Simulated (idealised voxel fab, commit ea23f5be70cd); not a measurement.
process module | voxel released beams
cross-section cut | 230 nm wide | cells 5 nm
A cross-section is a grid of square cells, given in bands from the top down. A band is one or more rows of cells.
Each band's line starts with the height of the band's top and of its bottom, in nm. Then come its materials from left to right, each with its width in nm. One material with "throughout" fills the band from edge to edge. "air" is empty space.
Height 0 is the level under which the wafer as received is all one material. The lowest band goes on downwards, as in "0 down".
A width such as "30 to 40" changes by the same amount from each row of cells to the next, from the band's top row to its bottom row.
"no change" after a step means that no cell of the cross-section changed.
closed voids: empty space of 8 cells or more with no open way to the top, each as width x height at its distance from the left edge, in nm
after a step's settings: what the simulator itself notes on the step
overlay nm, on a step with a mask: how far to the right of its planned place the mask lay; to the left if negative
plan
1 op RECEIVE | material Si
2 op CONFORMAL_DEP | material SiN | thk nm 5
3 op DIRECTIONAL_DEP | material SiO2 | thk nm 10
4 op DIRECTIONAL_DEP | material aC | thk nm 10
5 op PATTERN | tone open | mask id ANCHOR | material resist | width nm 45 | thk nm 30 | overlay nm 0
6 op DIRECTIONAL_ETCH | etch materials aC | depth nm 10
7 op STRIP | etch materials resist
8 op DIRECTIONAL_ETCH | etch materials SiO2 | depth nm 10
9 op STRIP | etch materials aC
10 op CONFORMAL_DEP | material TiN | thk nm 15
11 op PATTERN | tone cover | mask id BEAM | material resist | width nm 120 | thk nm 15 | overlay nm 0
12 op DIRECTIONAL_ETCH | etch materials TiN | depth nm 15
13 op STRIP | etch materials resist
14 op STRIP | etch materials SiO2
as received, after step 1
  0 down: Si throughout
  closed voids: none
a wafer at the end: this start, this plan, one mistake
  25 to 15: air 50 | TiN 20 | air 15 | TiN 85 | air 60
  15 to 10: air 50 | TiN 120 | air 60
  10 to 0: air 55 | TiN 45 | air 130
  0 down: Si throughout
  closed voids: none
what went wrong: step 2 was left out
